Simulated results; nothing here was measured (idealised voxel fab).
Presented below is a process module, voxel self aligned vias.
245 nm wide, 5 nm square cells: that's cross-section cut.
How to read a cross-section here: the picture is a grid of square cells, written as bands going from the top down, and any band can span one or more rows of cells. Per band: top height and bottom height in nm, followed by the left-to-right materials and their widths in nm; "everywhere" marks a single material spanning edge to edge, "blank" marks empty space. Measure heights from 0. That's the level where, below it, the as-received wafer is all one material. The lowest band is bottomless and extends downward; write it as in "0 -> down". Think of "30 to 40" as a width that walks from the first number to the second as you go down the band, top row to bottom row, taking equal-sized steps from row to row. A step reported as "changes: none" is a step in which no cell of the cross-section changed. The label "Enclosed empty spaces" introduces a list of the empty spaces, 8 cells or larger, that have no open way up to the top; each entry in it reads width x height at distance, where the distance is taken from the left edge and all three are stated in nm. Note: text after step settings on the step line = simulator remark on that step. For masked steps, "overlay nm" on the step line gives how far right of plan the mask actually lay; a minus sign means it lay to the left.

[Steps in the process plan]
- 1: RECEIVE | material Si
- 2: CONFORMAL_DEP | material SiO2 | thk nm 10
- 3: CONFORMAL_DEP | material SiCN | thk nm 5
- 4: DIRECTIONAL_DEP | material lowk | thk nm 25
- 5: PATTERN | tone open | mask id LINES | material resist | width nm 30 | pitch nm 65 | thk nm 15 | overlay nm 0
- 6: DIRECTIONAL_ETCH | etch materials lowk | depth nm 25
- 7: STRIP | etch materials resist
- 8: CONFORMAL_DEP | material TiN | thk nm 5
- 9: FILL_DEP | material Ru | thk nm 10
- 10: CMP | height nm 40
- 11: SELECTIVE_ETCH | etch materials W Ru TiN | depth nm 10
- 12: FILL_DEP | material SiN | thk nm 5
- 13: CMP | height nm 40
- 14: DIRECTIONAL_DEP | material lowk | thk nm 15
- 15: MASKED_ETCH | tone open | mask id VIAS | width nm 40 | pitch nm 65 | etch materials lowk | depth nm 15 | overlay nm 0
- 16: MASKED_ETCH | tone open | mask id VIAS | width nm 40 | pitch nm 65 | etch materials SiN | depth nm 10 | overlay nm 0
- 17: CONFORMAL_DEP | material TiN | thk nm 5
- 18: FILL_DEP | material Ru | thk nm 10
- 19: CMP | height nm 55
- 20: CONFORMAL_DEP | material SiN | thk nm 5

[Step 1 complete: cross-section of the wafer as received]
> 0 -> down  Si everywhere
> Enclosed empty spaces: none

[The first of two wafers, cross-sectioned at the end of the module, with the run proceeding as planned]
> 60 -> 55  SiN everywhere
> 55 -> 45  35 lowk, then 5 TiN, then 30 Ru, then 5 TiN, then 25 lowk, then 5 TiN, then 30 Ru, then 5 TiN, then 25 lowk, then 5 TiN, then 30 Ru, then 5 TiN, then 40 lowk
> 45 -> 35  35 to 40 lowk, then 10 to 5 TiN, then 20 Ru, then 10 to 5 TiN, then 25 to 35 lowk, then 10 to 5 TiN, then 20 Ru, then 10 to 5 TiN, then 25 to 35 lowk, then 10 to 5 TiN, then 20 Ru, then 10 to 5 TiN, then 40 to 45 lowk
> 35 -> 30  40 lowk, then 30 TiN, then 35 lowk, then 30 TiN, then 35 lowk, then 30 TiN, then 45 lowk
> 30 -> 20  40 lowk, then 5 TiN, then 20 Ru, then 5 TiN, then 35 lowk, then 5 TiN, then 20 Ru, then 5 TiN, then 35 lowk, then 5 TiN, then 20 Ru, then 5 TiN, then 45 lowk
> 20 -> 15  40 lowk, then 30 TiN, then 35 lowk, then 30 TiN, then 35 lowk, then 30 TiN, then 45 lowk
> 15 -> 10  SiCN everywhere
> 10 -> 0  SiO2 everywhere
> 0 -> down  Si everywhere
> Enclosed empty spaces: none

[This cross-section belongs to the second wafer of two at the end of the module; the start and the plan were shared with the first, and the run included one mistake]
> 60 -> 55  SiN everywhere
> 55 -> 45  30 Ru, then 5 TiN, then 40 lowk, then 5 TiN, then 15 Ru, then 5 TiN, then 40 lowk, then 5 TiN, then 15 Ru, then 5 TiN, then 40 lowk, then 5 TiN, then 35 Ru
> 45 -> 40  35 TiN, then 40 lowk, then 25 TiN, then 40 lowk, then 25 TiN, then 40 lowk, then 40 TiN
> 40 -> 30  40 lowk, then 30 SiN, then 35 lowk, then 30 SiN, then 35 lowk, then 30 SiN, then 45 lowk
> 30 -> 20  40 lowk, then 5 TiN, then 20 Ru, then 5 TiN, then 35 lowk, then 5 TiN, then 20 Ru, then 5 TiN, then 35 lowk, then 5 TiN, then 20 Ru, then 5 TiN, then 45 lowk
> 20 -> 15  40 lowk, then 30 TiN, then 35 lowk, then 30 TiN, then 35 lowk, then 30 TiN, then 45 lowk
> 15 -> 10  SiCN everywhere
> 10 -> 0  SiO2 everywhere
> 0 -> down  Si everywhere
> Enclosed empty spaces: none
The plan and the run diverged here: step 15 off recipe, ran as MASKED_ETCH | tone cover | mask id VIAS | width nm 40 | pitch nm 65 | etch materials lowk | depth nm 15 | overlay nm 0
In the final state, the cell counts of the second wafer exceed or fall short of those of the first for the following materials: Ru: 22 fewer | SiN: 36 more | TiN: 11 fewer | lowk: 3 fewer
